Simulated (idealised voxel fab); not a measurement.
process module | voxel capacitor over wiring
Shown is cross-section cut, with a width of 275 nm and square cells of size 5 nm.
Cross-section layout: square cells on a grid; listed as bands, top to bottom; a band spans one or more cell rows. For a band, the entry starts with two heights in nm, that of the top and then that of the bottom, and carries on with the band's materials in order from left to right, each alongside its width in nm; the word "edge to edge" beside a single material means it fills the band edge to edge, and "blank" means empty space. Zero point of the height axis is 0; under it, received wafer = one material. Lowest band: continues down indefinitely, "0 -> down". Top row gets the first number, bottom row gets the second, and each row in between changes by the same step: that is how a band width like "30 to 40" works. "nothing altered", as given for a step, is the statement that not any cell of the cross-section underwent a change during that step. Entry "Non-vented voids" = empty spaces >= 8 cells with no open way to the top; each as width x height at distance, distance from left edge, all nm. It should be noted that, on the line of a given step, the content following the step's settings is a remark produced by the simulator itself with respect to that step. Each step line may optionally specify "overlay nm", which for a step with a mask gives the rightward distance between the mask's planned place and where it lay, a negative value indicating the leftward direction.
## List of planned process steps
| 1 | RECEIVE [material Si] |
| 2 | CONFORMAL_DEP [material SiO2] [thk nm 15] |
| 3 | DIRECTIONAL_DEP [material TiN] [thk nm 5] |
| 4 | DIRECTIONAL_DEP [material W] [thk nm 20] |
| 5 | MASKED_ETCH [tone cover] [mask id METAL_1] [width nm 30] [pitch nm 90] [etch materials W] [depth nm 20] [overlay nm 0] |
| 6 | MASKED_ETCH [tone cover] [mask id METAL_1] [width nm 30] [pitch nm 90] [etch materials TiN] [depth nm 5] [overlay nm 0] |
| 7 | CONFORMAL_DEP [material SiN] [thk nm 5] |
| 8 | FILL_DEP [material lowk] [thk nm 10] |
| 9 | CMP [height nm 40] |
| 10 | CONFORMAL_DEP [material SiCN] [thk nm 5] |
| 11 | DIRECTIONAL_DEP [material lowk] [thk nm 15] |
| 12 | MASKED_ETCH [tone open] [mask id PLUG_1] [width nm 15] [etch materials lowk] [depth nm 15] [overlay nm 0] |
| 13 | MASKED_ETCH [tone open] [mask id PLUG_1] [width nm 15] [etch materials SiCN] [depth nm 5] [overlay nm 0] |
| 14 | EPI [material Ru] [thk nm 10] |
| 15 | EPI [material Ru] [thk nm 10] |
| 16 | DIRECTIONAL_DEP [material TiN] [thk nm 10] |
| 17 | DIRECTIONAL_DEP [material HfO2] [thk nm 5] |
| 18 | DIRECTIONAL_DEP [material TiN] [thk nm 10] |
| 19 | MASKED_ETCH [tone cover] [mask id UPPER_PLATE] [width nm 65] [etch materials TiN] [depth nm 10] [overlay nm 0] |
| 20 | MASKED_ETCH [tone cover] [mask id UPPER_PLATE] [width nm 65] [etch materials HfO2] [depth nm 5] [overlay nm 0] |
| 21 | PATTERN [tone cover] [mask id LOWER_PLATE] [material resist] [width nm 75] [thk nm 20] [overlay nm 0] |
| 22 | DIRECTIONAL_ETCH [etch materials TiN] [depth nm 10] |
| 23 | STRIP [etch materials resist] |
| 24 | FILL_DEP [material SiO2] [thk nm 15] |
| 25 | CMP [height nm 95] |
| 26 | DIRECTIONAL_DEP [material aC] [thk nm 10] |
| 27 | PATTERN [tone open] [mask id PLUG_2] [material resist] [width nm 15] [thk nm 30] [overlay nm 0] |
| 28 | DIRECTIONAL_ETCH [etch materials aC] [depth nm 10] |
| 29 | STRIP [etch materials resist] |
| 30 | DIRECTIONAL_ETCH [etch materials SiO2] [depth nm 10] |
| 31 | STRIP [etch materials aC] |
| 32 | CONFORMAL_DEP [material TiN] [thk nm 5] |
| 33 | FILL_DEP [material Ru] [thk nm 5] |
| 34 | CMP [height nm 95] |
| 35 | CONFORMAL_DEP [material SiN] [thk nm 5] |
## Cross-section of the wafer as it came to us, i.e., already through step 1
0 -> down  Si edge to edge
Non-vented voids: none
## Here's the wafer cut in cross-section after the module, started and planned just like above, except one thing was done wrong in the run
100 -> 95  SiN edge to edge
95 -> 90  Ru 95  TiN 5  SiO2 15  TiN 5  Ru 155
90 -> 85  TiN 100  SiO2 15  TiN 160
85 -> 75  SiO2 90  TiN 65  SiO2 120
75 -> 70  SiO2 90  HfO2 65  SiO2 120
70 -> 60  SiO2 85  TiN 75  SiO2 115
60 -> 45  lowk 90  Ru 15  lowk 170
45 -> 40  SiCN 90  Ru 15  SiCN 170
40 -> 20  lowk 70  SiN 5  W 30  SiN 5  lowk 50  SiN 5  W 30  SiN 5  lowk 75
20 -> 15  SiN 75  TiN 30  SiN 60  TiN 30  SiN 80
15 -> 0  SiO2 edge to edge
0 -> down  Si edge to edge
Non-vented voids: none
Here's what went sideways: for step 27, the planned setting was not used; the step was instead run as PATTERN [tone cover] [mask id PLUG_2] [material resist] [width nm 15] [thk nm 30] [overlay nm 0]
